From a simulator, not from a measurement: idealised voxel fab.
Process module, titled voxel self aligned contacts
Displayed cross-section: cut, width of 185 nm, square cells sized 5 nm.
Format of a cross-section: grid, square cells. Given as bands. Order: top down. Band: one or more rows of cells.
This entry defines a band. It first specifies the height of the band's top and the height of its bottom in nm, and then specifies the band's materials from left to right, stating each material with its width in nm. The word "everywhere" identifies a single material that fills the band from edge to edge, while the word "blank" identifies empty space.
It should be noted that heights are counted from 0, beneath which the wafer as supplied is of one material throughout, and that the lowest band possesses no lower boundary but continues downward, as written in "0 down".
Graded width ("30..40"): value in top row of band = first number; value in bottom row = second number; row-to-row change constant.
No cell of the cross-section changed in a step that is given as "no change".
Basically, "Enclosed internal voids" tells you about the enclosed voids: empty spaces with no open way to the top, 8 cells or bigger, each written width x height at distance, where distance is from the left edge, all in nm.
That trailing text on a step's line, after the settings, is the simulator's own remark on the step.
The optional step-line setting "overlay nm" applies to steps with a mask and quantifies how far to the right of its planned location the mask lay, a negative value indicating leftward placement.
[Process steps - plan]
- 1: RECEIVE, material Si
- 2: CONFORMAL_DEP, material SiO2, thk nm 5
- 3: DIRECTIONAL_DEP, material polySi, thk nm 25
- 4: DIRECTIONAL_DEP, material SiN, thk nm 25
- 5: DIRECTIONAL_DEP, material aC, thk nm 15
- 6: PATTERN, tone cover, mask id GATE, material resist, width nm 30, pitch nm 75, thk nm 30, overlay nm 0
- 7: DIRECTIONAL_ETCH, etch materials aC, depth nm 15
- 8: STRIP, etch materials resist
- 9: DIRECTIONAL_ETCH, etch materials SiN, depth nm 25
- 10: DIRECTIONAL_ETCH, etch materials polySi, depth nm 25
- 11: STRIP, etch materials aC
- 12: CONFORMAL_DEP, material SiN, thk nm 10
- 13: DIRECTIONAL_ETCH, etch materials SiN, depth nm 10
- 14: FILL_DEP, material SiO2, thk nm 15
- 15: CMP, height nm 60
- 16: MASKED_ETCH, tone open, mask id CONTACT, width nm 55, etch materials SiO2, depth nm 60, overlay nm 0
- 17: CONFORMAL_DEP, material TiN, thk nm 5
- 18: FILL_DEP, material Ru, thk nm 10
- 19: CMP, height nm 60
- 20: CONFORMAL_DEP, material SiCN, thk nm 5
[The first of a set of two wafers, run to plan]
[As received (post step 1): cross-section]
    0 down = Si everywhere
    Enclosed internal voids: none
[After step 2: wafer cross-section]
    5 to 0 = SiO2 everywhere
    below 0: unchanged
[After step 3: wafer cross-section]
    30 to 5 = polySi everywhere
    below 5: unchanged
[After step 4: wafer cross-section]
    55 to 30 = SiN everywhere
    below 30: unchanged
[After step 5: wafer cross-section]
    70 to 55 = aC everywhere
    below 55: unchanged
[After step 6: wafer cross-section]
    100 to 70 = 40 of blank, 30 of resist, 45 of blank, 30 of resist, 40 of blank
    below 70: unchanged
[After step 7: wafer cross-section]
    85 to 70 = 40 of blank, 30 of resist, 45 of blank, 30 of resist, 40 of blank
    70 to 55 = 40 of blank, 30 of aC, 45 of blank, 30 of aC, 40 of blank
    below 55: unchanged
[After step 8: wafer cross-section]
    70 to 55 = 40 of blank, 30 of aC, 45 of blank, 30 of aC, 40 of blank
    below 55: unchanged
[After step 9: wafer cross-section]
    70 to 55 = 40 of blank, 30 of aC, 45 of blank, 30 of aC, 40 of blank
    55 to 30 = 40 of blank, 30 of SiN, 45 of blank, 30 of SiN, 40 of blank
    below 30: unchanged
[After step 10: wafer cross-section]
    70 to 55 = 40 of blank, 30 of aC, 45 of blank, 30 of aC, 40 of blank
    55 to 30 = 40 of blank, 30 of SiN, 45 of blank, 30 of SiN, 40 of blank
    30 to 5 = 40 of blank, 30 of polySi, 45 of blank, 30 of polySi, 40 of blank
    below 5: unchanged
[After step 11: wafer cross-section]
    55 to 30 = 40 of blank, 30 of SiN, 45 of blank, 30 of SiN, 40 of blank
    below 30: unchanged
[After step 12: wafer cross-section]
    65 to 30 = 30 of blank, 50 of SiN, 25 of blank, 50 of SiN, 30 of blank
    30 to 15 = 30 of blank, 10 of SiN, 30 of polySi, 10 of SiN, 25 of blank, 10 of SiN, 30 of polySi, 10 of SiN, 30 of blank
    15 to 5 = 40 of SiN, 30 of polySi, 45 of SiN, 30 of polySi, 40 of SiN
    below 5: unchanged
[After step 13: wafer cross-section]
    55 to 30 = 30 of blank, 50 of SiN, 25 of blank, 50 of SiN, 30 of blank
    30 to 5 = 30 of blank, 10 of SiN, 30 of polySi, 10 of SiN, 25 of blank, 10 of SiN, 30 of polySi, 10 of SiN, 30 of blank
    below 5: unchanged
[After step 14: wafer cross-section]
    70 to 55 = SiO2 everywhere
    55 to 30 = 30 of SiO2, 50 of SiN, 25 of SiO2, 50 of SiN, 30 of SiO2
    30 to 5 = 30 of SiO2, 10 of SiN, 30 of polySi, 10 of SiN, 25 of SiO2, 10 of SiN, 30 of polySi, 10 of SiN, 30 of SiO2
    below 5: unchanged
[After step 15: wafer cross-section]
    60 to 55 = SiO2 everywhere
    below 55: unchanged
[After step 16: wafer cross-section]
    60 to 55 = 65 of SiO2, 55 of blank, 65 of SiO2
    55 to 30 = 30 of SiO2, 50 of SiN, 25 of blank, 50 of SiN, 30 of SiO2
    30 to 5 = 30 of SiO2, 10 of SiN, 30 of polySi, 10 of SiN, 25 of blank, 10 of SiN, 30 of polySi, 10 of SiN, 30 of SiO2
    5 to 0 = 80 of SiO2, 25 of blank, 80 of SiO2
    below 0: unchanged
[After step 17: wafer cross-section]
    65 to 60 = 70 of TiN, 45 of blank, 70 of TiN
    60 to 55 = 65 of SiO2, 20 of TiN, 15 of blank, 20 of TiN, 65 of SiO2
    55 to 30 = 30 of SiO2, 50 of SiN, 5 of TiN, 15 of blank, 5 of TiN, 50 of SiN, 30 of SiO2
    30 to 5 = 30 of SiO2, 10 of SiN, 30 of polySi, 10 of SiN, 5 of TiN, 15 of blank, 5 of TiN, 10 of SiN, 30 of polySi, 10 of SiN, 30 of SiO2
    5 to 0 = 80 of SiO2, 25 of TiN, 80 of SiO2
    below 0: unchanged
[After step 18: wafer cross-section]
    75 to 65 = Ru everywhere
    65 to 60 = 70 of TiN, 45 of Ru, 70 of TiN
    60 to 55 = 65 of SiO2, 20 of TiN, 15 of Ru, 20 of TiN, 65 of SiO2
    55 to 30 = 30 of SiO2, 50 of SiN, 5 of TiN, 15 of Ru, 5 of TiN, 50 of SiN, 30 of SiO2
    30 to 5 = 30 of SiO2, 10 of SiN, 30 of polySi, 10 of SiN, 5 of TiN, 15 of Ru, 5 of TiN, 10 of SiN, 30 of polySi, 10 of SiN, 30 of SiO2
    below 5: unchanged
[After step 19: wafer cross-section]
    60 to 55 = 65 of SiO2, 20 of TiN, 15 of Ru, 20 of TiN, 65 of SiO2
    below 55: unchanged
[After step 20: wafer cross-section]
    65 to 60 = SiCN everywhere
    below 60: unchanged
[Notes, second wafer: start = first wafer's, plan = first wafer's, execution had one mistake; history identical to first through step 3]
[At the planned end of step 4, the second wafer in cross-section]
    80 to 30 = SiN everywhere
    below 30: unchanged
[At the planned end of step 5, the second wafer in cross-section]
    95 to 80 = aC everywhere
    below 80: unchanged
[At the planned end of step 6, the second wafer in cross-section]
    125 to 95 = 40 of blank, 30 of resist, 45 of blank, 30 of resist, 40 of blank
    below 95: unchanged
[At the planned end of step 7, the second wafer in cross-section]
    110 to 95 = 40 of blank, 30 of resist, 45 of blank, 30 of resist, 40 of blank
    95 to 80 = 40 of blank, 30 of aC, 45 of blank, 30 of aC, 40 of blank
    below 80: unchanged
[At the planned end of step 8, the second wafer in cross-section]
    95 to 80 = 40 of blank, 30 of aC, 45 of blank, 30 of aC, 40 of blank
    below 80: unchanged
[At the planned end of step 9, the second wafer in cross-section]
    95 to 80 = 40 of blank, 30 of aC, 45 of blank, 30 of aC, 40 of blank
    80 to 55 = 40 of blank, 30 of SiN, 45 of blank, 30 of SiN, 40 of blank
    below 55: unchanged
At the planned end of step 10, the second wafer in cross-section: no change
[At the planned end of step 11, the second wafer in cross-section]
    80 to 55 = 40 of blank, 30 of SiN, 45 of blank, 30 of SiN, 40 of blank
    below 55: unchanged
[At the planned end of step 12, the second wafer in cross-section]
    90 to 65 = 30 of blank, 50 of SiN, 25 of blank, 50 of SiN, 30 of blank
    65 to 30 = SiN everywhere
    below 30: unchanged
[At the planned end of step 13, the second wafer in cross-section]
    80 to 55 = 30 of blank, 50 of SiN, 25 of blank, 50 of SiN, 30 of blank
    below 55: unchanged
[At the planned end of step 14, the second wafer in cross-section]
    95 to 80 = SiO2 everywhere
    80 to 55 = 30 of SiO2, 50 of SiN, 25 of SiO2, 50 of SiN, 30 of SiO2
    below 55: unchanged
[At the planned end of step 15, the second wafer in cross-section]
    60 to 55 = 30 of SiO2, 50 of SiN, 25 of SiO2, 50 of SiN, 30 of SiO2
    below 55: unchanged
[At the planned end of step 16, the second wafer in cross-section]
    60 to 55 = 30 of SiO2, 50 of SiN, 25 of blank, 50 of SiN, 30 of SiO2
    below 55: unchanged
[At the planned end of step 17, the second wafer in cross-section]
    65 to 60 = 85 of TiN, 15 of blank, 85 of TiN
    60 to 55 = 30 of SiO2, 50 of SiN, 25 of TiN, 50 of SiN, 30 of SiO2
    below 55: unchanged
[At the planned end of step 18, the second wafer in cross-section]
    75 to 65 = Ru everywhere
    65 to 60 = 85 of TiN, 15 of Ru, 85 of TiN
    below 60: unchanged
[At the planned end of step 19, the second wafer in cross-section]
    60 to 55 = 30 of SiO2, 50 of SiN, 25 of TiN, 50 of SiN, 30 of SiO2
    below 55: unchanged
[At the planned end of step 20, the second wafer in cross-section]
    65 to 60 = SiCN everywhere
    below 60: unchanged
Error vs. plan: step 4, plan: ran twice
The final cell counts differ between the wafers, with the second having more or fewer of some materials than the first: 33 fewer of Ru, 65 more of SiN, 129 fewer of SiO2, 28 fewer of TiN, 125 more of polySi
